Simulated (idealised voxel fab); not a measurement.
process module | voxel ribs on slabs
In the cross-section labelled cut, the width is 235 nm and each square cell is 5 nm.
Format of a cross-section: grid, square cells. Given as bands. Order: top down. Band: one or more rows of cells. Basically the band line says how high the top is and how high the bottom is, in nm, and then what's in it from left to right, every material with its width in nm. Empty space shows up as "empty", and if a single material carries "everywhere" it runs the full band edge to edge. Heights are measured from 0, the level below which the as-received wafer is all one material; the lowest band has no bottom and continues downward, written as in "0..down". Note: "30..40" means the width goes from the first number (top row of the band) to the second number (bottom row) in equal steps per row of cells. The designation "nothing altered", where it is given for a processing step, indicates that no cell of the cross-section was altered in the course of that step. Closed-off voids of 8+ cells (no open route to the top) go in "Enclosed void entries", written width x height at distance from the left edge, in nm. What comes after the settings on a step's line is commentary from the simulator itself on that step. "overlay nm" answers the question of how far to the right of plan the mask lay on a step that has a mask, and when it is negative the answer is to the left.

[List of planned process steps]
1: RECEIVE (material Si)
2: DIRECTIONAL_DEP (material SiO2; thk nm 30)
3: DIRECTIONAL_DEP (material SiN; thk nm 20)
4: PATTERN (tone cover; mask id RIB; material resist; width nm 20; thk nm 20; overlay nm 0)
5: DIRECTIONAL_ETCH (etch materials SiN; depth nm 10)
6: STRIP (etch materials resist)
7: PATTERN (tone cover; mask id SLAB; material resist; width nm 50; thk nm 20; overlay nm 0)
8: DIRECTIONAL_ETCH (etch materials SiN; depth nm 10)
9: STRIP (etch materials resist)
10: FILL_DEP (material SiO2; thk nm 15)
11: CMP (height nm 60)
12: DIRECTIONAL_DEP (material TiN; thk nm 10)
13: DIRECTIONAL_DEP (material aC; thk nm 10)
14: PATTERN (tone cover; mask id HEATER; material resist; width nm 30; thk nm 30; overlay nm 0)
15: DIRECTIONAL_ETCH (etch materials aC; depth nm 10)
16: STRIP (etch materials resist)
17: DIRECTIONAL_ETCH (etch materials TiN; depth nm 10)
18: STRIP (etch materials aC)
19: CONFORMAL_DEP (material SiN; thk nm 5)

[First wafer, two in total, run as planned]

[Cross-section of the wafer as it came to us, i.e., already through step 1]
  0..down: Si everywhere
  Enclosed void entries: none

[State of the wafer after step 2, shown in cross-section]
  30..0: SiO2 everywhere
  Under 0: no change, same as before.

[State of the wafer after step 3, shown in cross-section]
  50..30: SiN everywhere
  Under 30: no change, same as before.

[State of the wafer after step 4, shown in cross-section]
  70..50: empty: 105, resist: 20, empty: 110
  Under 50: no change, same as before.

[State of the wafer after step 5, shown in cross-section]
  70..50: empty: 105, resist: 20, empty: 110
  50..40: empty: 105, SiN: 20, empty: 110
  Under 40: no change, same as before.

[State of the wafer after step 6, shown in cross-section]
  50..40: empty: 105, SiN: 20, empty: 110
  Under 40: no change, same as before.

[State of the wafer after step 7, shown in cross-section]
  70..50: empty: 90, resist: 50, empty: 95
  50..40: empty: 90, resist: 15, SiN: 20, resist: 15, empty: 95
  Under 40: no change, same as before.

[State of the wafer after step 8, shown in cross-section]
  70..50: empty: 90, resist: 50, empty: 95
  50..40: empty: 90, resist: 15, SiN: 20, resist: 15, empty: 95
  40..30: empty: 90, SiN: 50, empty: 95
  Under 30: no change, same as before.

[State of the wafer after step 9, shown in cross-section]
  50..40: empty: 105, SiN: 20, empty: 110
  Under 40: no change, same as before.

[State of the wafer after step 10, shown in cross-section]
  65..50: SiO2 everywhere
  50..40: SiO2: 105, SiN: 20, SiO2: 110
  40..30: SiO2: 90, SiN: 50, SiO2: 95
  Under 30: no change, same as before.

[State of the wafer after step 11, shown in cross-section]
  60..50: SiO2 everywhere
  Under 50: no change, same as before.

[State of the wafer after step 12, shown in cross-section]
  70..60: TiN everywhere
  Under 60: no change, same as before.

[State of the wafer after step 13, shown in cross-section]
  80..70: aC everywhere
  Under 70: no change, same as before.

[State of the wafer after step 14, shown in cross-section]
  110..80: empty: 100, resist: 30, empty: 105
  Under 80: no change, same as before.

[State of the wafer after step 15, shown in cross-section]
  100..80: empty: 100, resist: 30, empty: 105
  80..70: empty: 100, aC: 30, empty: 105
  Under 70: no change, same as before.

[State of the wafer after step 16, shown in cross-section]
  80..70: empty: 100, aC: 30, empty: 105
  Under 70: no change, same as before.

[State of the wafer after step 17, shown in cross-section]
  80..70: empty: 100, aC: 30, empty: 105
  70..60: empty: 100, TiN: 30, empty: 105
  Under 60: no change, same as before.

[State of the wafer after step 18, shown in cross-section]
  70..60: empty: 100, TiN: 30, empty: 105
  Under 60: no change, same as before.

[State of the wafer after step 19, shown in cross-section]
  75..70: empty: 95, SiN: 40, empty: 100
  70..65: empty: 95, SiN: 5, TiN: 30, SiN: 5, empty: 100
  65..60: SiN: 100, TiN: 30, SiN: 105
  Under 60: no change, same as before.

[Okay, second wafer. Nothing different at the start, nothing different in the plan, just one mistake somewhere in the running. As far as step 11, counting that step, it's the first wafer all over again]

[Second wafer at the planned finish of step 12, seen in cross-section]
  70..60: SiN everywhere
  Under 60: no change, same as before.

[Second wafer at the planned finish of step 13, seen in cross-section]
  80..70: aC everywhere
  Under 70: no change, same as before.

[Second wafer at the planned finish of step 14, seen in cross-section]
  110..80: empty: 100, resist: 30, empty: 105
  Under 80: no change, same as before.

[Second wafer at the planned finish of step 15, seen in cross-section]
  100..80: empty: 100, resist: 30, empty: 105
  80..70: empty: 100, aC: 30, empty: 105
  Under 70: no change, same as before.

[Second wafer at the planned finish of step 16, seen in cross-section]
  80..70: empty: 100, aC: 30, empty: 105
  Under 70: no change, same as before.

Second wafer at the planned finish of step 17, seen in cross-section: nothing altered

[Second wafer at the planned finish of step 18, seen in cross-section]
  70..60: SiN everywhere
  Under 60: no change, same as before.

[Second wafer at the planned finish of step 19, seen in cross-section]
  75..60: SiN everywhere
  Under 60: no change, same as before.
The mistake made against the process plan was this: not per plan at step 12, really ran DIRECTIONAL_DEP (material SiN; thk nm 10)
Final wafer comparison in cells, second versus first, more or fewer per material: SiN: 90 more; TiN: 12 fewer
